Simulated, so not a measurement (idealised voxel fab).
process module | voxel gate over fins
Section shown: cut. Width: 260 nm. Cell size: 5 nm, square.
If you're reading a cross-section in this doc, picture square cells in a grid; it comes to you as bands, top ones listed first down to the bottom, and a band can be one or more rows of cells. For a band, the entry starts with two heights in nm, that of the top and then that of the bottom, and carries on with the band's materials in order from left to right, each alongside its width in nm; the word "everywhere" beside a single material means it fills the band edge to edge, and "air" means empty space. Height 0 is the level under which the wafer as received is all one material. The lowest band goes on downwards, as in "0 nm and below". Note: "30 to 40" means the width goes from the first number (top row of the band) to the second number (bottom row) in equal steps per row of cells. You'll sometimes find "identical to before" written for a step, and that's the way of saying that nowhere in the cross-section did a cell change during that step. So "Catalogued sealed voids" is basically the list of trapped voids: any empty space of 8 cells or more that can't reach the top through an opening. They're written width x height at distance, the distance being from the left edge, and it's all nm. Formally, on a step line, whatever follows the settings is a remark that the simulator itself makes on the step. You can add "overlay nm" to a step's line. For a step with a mask, it describes how far the mask lay to the right of its planned position, and a negative number describes a lay to the left.
THIS SECTION LISTS THE PROCESS STEPS THAT WERE PLANNED
1 RECEIVE, material Si
2 CONFORMAL_DEP, material SiN, thk nm 5
3 MASKED_ETCH, tone cover, mask id FINS, width nm 15, pitch nm 45, etch materials SiN, depth nm 5, overlay nm 0
4 MASKED_ETCH, tone cover, mask id FINS, width nm 15, pitch nm 45, etch materials Si, depth nm 35, overlay nm 0
5 FILL_DEP, material SiO2, thk nm 10
6 CMP, height nm 5
7 SELECTIVE_ETCH, etch materials SiO2, depth nm 15
8 STRIP, etch materials SiN
9 CONFORMAL_DEP, material HfO2, thk nm 5
10 CONFORMAL_DEP, material TiN, thk nm 5
11 FILL_DEP, material W, thk nm 10
12 CMP, height nm 15
13 CONFORMAL_DEP, material SiCN, thk nm 5
CROSS-SECTION OF THE WAFER AS IT CAME TO US, I.E., ALREADY THROUGH STEP 1
	0 nm and below: Si everywhere
	Catalogued sealed voids: none
WAFER CROSS-SECTION AT MODULE END: FIRST OF TWO, RUN TO PLAN
	20 nm to 15 nm: SiCN everywhere
	15 nm to 10 nm: W everywhere
	10 nm to 5 nm: W (45) | TiN (35) | W (10) | TiN (35) | W (10) | TiN (35) | W (10) | TiN (35) | W (45)
	5 nm to 0 nm: W (45) | TiN (5) | HfO2 (25) | TiN (5) | W (10) | TiN (5) | HfO2 (25) | TiN (5) | W (10) | TiN (5) | HfO2 (25) | TiN (5) | W (10) | TiN (5) | HfO2 (25) | TiN (5) | W (45)
	0 nm to -5 nm: TiN (50) | HfO2 (5) | Si (15) | HfO2 (5) | TiN (20) | HfO2 (5) | Si (15) | HfO2 (5) | TiN (20) | HfO2 (5) | Si (15) | HfO2 (5) | TiN (20) | HfO2 (5) | Si (15) | HfO2 (5) | TiN (50)
	-5 nm to -10 nm: HfO2 (55) | Si (15) | HfO2 (30) | Si (15) | HfO2 (30) | Si (15) | HfO2 (30) | Si (15) | HfO2 (55)
	-10 nm to -35 nm: SiO2 (55) | Si (15) | SiO2 (30) | Si (15) | SiO2 (30) | Si (15) | SiO2 (30) | Si (15) | SiO2 (55)
	-35 nm and below: Si everywhere
	Catalogued sealed voids: none
PRESENTED HERE IS A CROSS-SECTION OF THE SECOND OF THE TWO WAFERS AS IT STOOD AT THE END OF THE MODULE. IT WAS STARTED IN THE SAME MANNER AND ASSIGNED THE SAME PLAN AS THE FIRST WAFER; HOWEVER, ONE MISTAKE WAS MADE IN ITS EXECUTION
	20 nm to 15 nm: SiCN everywhere
	15 nm to 10 nm: W everywhere
	10 nm to 5 nm: W (45) | TiN (35) | W (10) | TiN (35) | W (10) | TiN (35) | W (10) | TiN (35) | W (45)
	5 nm to 0 nm: W (45) | TiN (5) | HfO2 (25) | TiN (5) | W (10) | TiN (5) | HfO2 (25) | TiN (5) | W (10) | TiN (5) | HfO2 (25) | TiN (5) | W (10) | TiN (5) | HfO2 (25) | TiN (5) | W (45)
	0 nm to -5 nm: TiN (50) | HfO2 (5) | Si (15) | HfO2 (5) | TiN (5) | W (10) | TiN (5) | HfO2 (5) | Si (15) | HfO2 (5) | TiN (5) | W (10) | TiN (5) | HfO2 (5) | Si (15) | HfO2 (5) | TiN (5) | W (10) | TiN (5) | HfO2 (5) | Si (15) | HfO2 (5) | TiN (50)
	-5 nm to -10 nm: HfO2 (45) | TiN (5) | HfO2 (5) | Si (15) | HfO2 (5) | TiN (20) | HfO2 (5) | Si (15) | HfO2 (5) | TiN (20) | HfO2 (5) | Si (15) | HfO2 (5) | TiN (20) | HfO2 (5) | Si (15) | HfO2 (5) | TiN (5) | HfO2 (45)
	-10 nm to -15 nm: SiO2 (40) | HfO2 (15) | Si (15) | HfO2 (30) | Si (15) | HfO2 (30) | Si (15) | HfO2 (30) | Si (15) | HfO2 (15) | SiO2 (40)
	-15 nm to -35 nm: SiO2 (55) | Si (15) | SiO2 (30) | Si (15) | SiO2 (30) | Si (15) | SiO2 (30) | Si (15) | SiO2 (55)
	-35 nm and below: Si everywhere
	Catalogued sealed voids: none
What went wrong in running the wafer? step 7 ran in the slot meant for step 8, and vice versa
Final cells, second wafer relative to first, materials higher or lower: +10 HfO2, -24 SiO2, +8 TiN, +6 W
